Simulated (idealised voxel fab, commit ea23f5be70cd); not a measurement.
Process module in this document: voxel self aligned vias
FYI the section here is cut, 295 nm wide, cells are 5 nm squares.
In this document a cross-section is written as a grid of square cells. It is given as a series of bands, listed from the top down, and a band is one or more rows of cells.
Quick guide to a band line: top height, bottom height (nm) up front; then every material left to right with its width in nm. Only one material and it's marked "edge to edge"? Then it fills the band edge to edge. And "empty" just means empty space.
All heights in this document are referenced to 0, defined as the level beneath which the wafer, as received, consists entirely of one material. The lowest band is not bounded below; it extends indefinitely downward and is written in the form "from 0 down".
Width "30..40": first value at the band's top row of cells, second value at its bottom row, equal change from row to row.
It should be understood that the words "remained the same", when stated for a given step, signify that the cross-section underwent no change in any of its cells during that step.
Voids not open to the top, 8 cells minimum: see "Fully sealed voids". Written width x height at distance; distance is from the left edge; nm.
Where a step's line continues beyond its settings, the continuation is a remark by the simulator itself on that step.
overlay nm: right-of-plan distance of the mask on a masked step; negative values mean left-of-plan.
# List of planned process steps
1) RECEIVE: material Si
2) CONFORMAL_DEP: material SiO2, thk nm 15
3) CONFORMAL_DEP: material SiCN, thk nm 5
4) DIRECTIONAL_DEP: material SiO2, thk nm 20
5) PATTERN: tone open, mask id LINES, material resist, width nm 20, pitch nm 60, thk nm 15, overlay nm -15
6) DIRECTIONAL_ETCH: etch materials SiO2, depth nm 20
7) STRIP: etch materials resist
8) CONFORMAL_DEP: material TiN, thk nm 5
9) FILL_DEP: material Ru, thk nm 5
10) CMP: height nm 40
11) SELECTIVE_ETCH: etch materials W Ru TiN, depth nm 5
12) FILL_DEP: material SiN, thk nm 5
13) CMP: height nm 40
14) DIRECTIONAL_DEP: material SiO2, thk nm 20
15) PATTERN: tone open, mask id VIAS, material resist, width nm 30, pitch nm 60, thk nm 20, overlay nm 0
16) DIRECTIONAL_ETCH: etch materials SiO2, depth nm 20
17) DIRECTIONAL_ETCH: etch materials SiN, depth nm 5
18) STRIP: etch materials resist
19) CONFORMAL_DEP: material TiN, thk nm 5
20) FILL_DEP: material Cu, thk nm 10
21) CMP: height nm 60
22) CONFORMAL_DEP: material SiN, thk nm 5
Quick note for whoever runs this: the wafers start identical, but the overlay nm at step 5 isn't the same across them. The plan just shows what the first wafer had.
# After step 1, as received: first of several wafers, cross-section
from 0 down = Si edge to edge
Fully sealed voids: none
# The first of several wafers, seen in cross-section after the module's last step, step 22
from 65 to 60 = SiN edge to edge
from 60 to 45 = 70 of SiO2 | 5 of TiN | 20 of Cu | 5 of TiN | 30 of SiO2 | 5 of TiN | 20 of Cu | 5 of TiN | 30 of SiO2 | 5 of TiN | 20 of Cu | 5 of TiN | 75 of SiO2
from 45 to 40 = 70 of SiO2 | 30 of TiN | 30 of SiO2 | 30 of TiN | 30 of SiO2 | 30 of TiN | 75 of SiO2
from 40 to 35 = 60 of SiO2 | 10 of SiN | 10 of TiN | 40 of SiO2 | 10 of SiN | 10 of TiN | 40 of SiO2 | 10 of SiN | 10 of TiN | 95 of SiO2
from 35 to 25 = 60 of SiO2 | 5 of TiN | 10 of Ru | 5 of TiN | 40 of SiO2 | 5 of TiN | 10 of Ru | 5 of TiN | 40 of SiO2 | 5 of TiN | 10 of Ru | 5 of TiN | 95 of SiO2
from 25 to 20 = 60 of SiO2 | 20 of TiN | 40 of SiO2 | 20 of TiN | 40 of SiO2 | 20 of TiN | 95 of SiO2
from 20 to 15 = SiCN edge to edge
from 15 to 0 = SiO2 edge to edge
from 0 down = Si edge to edge
Fully sealed voids: none
# Showing the last wafer in cross-section at the end of the module
from 65 to 60 = SiN edge to edge
from 60 to 45 = 70 of SiO2 | 5 of TiN | 20 of Cu | 5 of TiN | 30 of SiO2 | 5 of TiN | 20 of Cu | 5 of TiN | 30 of SiO2 | 5 of TiN | 20 of Cu | 5 of TiN | 75 of SiO2
from 45 to 40 = 70 of SiO2 | 30 of TiN | 30 of SiO2 | 30 of TiN | 30 of SiO2 | 30 of TiN | 75 of SiO2
from 40 to 35 = 90 of SiO2 | 10 of TiN | 10 of SiN | 40 of SiO2 | 10 of TiN | 10 of SiN | 40 of SiO2 | 10 of TiN | 10 of SiN | 65 of SiO2
from 35 to 25 = 90 of SiO2 | 5 of TiN | 10 of Ru | 5 of TiN | 40 of SiO2 | 5 of TiN | 10 of Ru | 5 of TiN | 40 of SiO2 | 5 of TiN | 10 of Ru | 5 of TiN | 65 of SiO2
from 25 to 20 = 90 of SiO2 | 20 of TiN | 40 of SiO2 | 20 of TiN | 40 of SiO2 | 20 of TiN | 65 of SiO2
from 20 to 15 = SiCN edge to edge
from 15 to 0 = SiO2 edge to edge
from 0 down = Si edge to edge
Fully sealed voids: none
# Note: the following table is arranged by wafer, a row apiece. Each row reports the end-of-module state: per material, cells gained (+) or cells lost (-) compared with the wafer as received; closed voids follow
overlay nm -15, +36 Cu, +12 Ru, +59 SiCN, +65 SiN, +529 SiO2, +66 TiN, Fully sealed voids: none
overlay nm -10, +39 Cu, +12 Ru, +59 SiCN, +62 SiN, +529 SiO2, +66 TiN, Fully sealed voids: none
overlay nm -5, +42 Cu, +12 Ru, +59 SiCN, +59 SiN, +529 SiO2, +66 TiN, Fully sealed voids: none
overlay nm 0, +42 Cu, +12 Ru, +59 SiCN, +59 SiN, +529 SiO2, +66 TiN, Fully sealed voids: none
overlay nm 5, +42 Cu, +12 Ru, +59 SiCN, +59 SiN, +529 SiO2, +66 TiN, Fully sealed voids: none
overlay nm 10, +39 Cu, +12 Ru, +59 SiCN, +62 SiN, +529 SiO2, +66 TiN, Fully sealed voids: none
overlay nm 15, +36 Cu, +12 Ru, +59 SiCN, +65 SiN, +529 SiO2, +66 TiN, Fully sealed voids: none
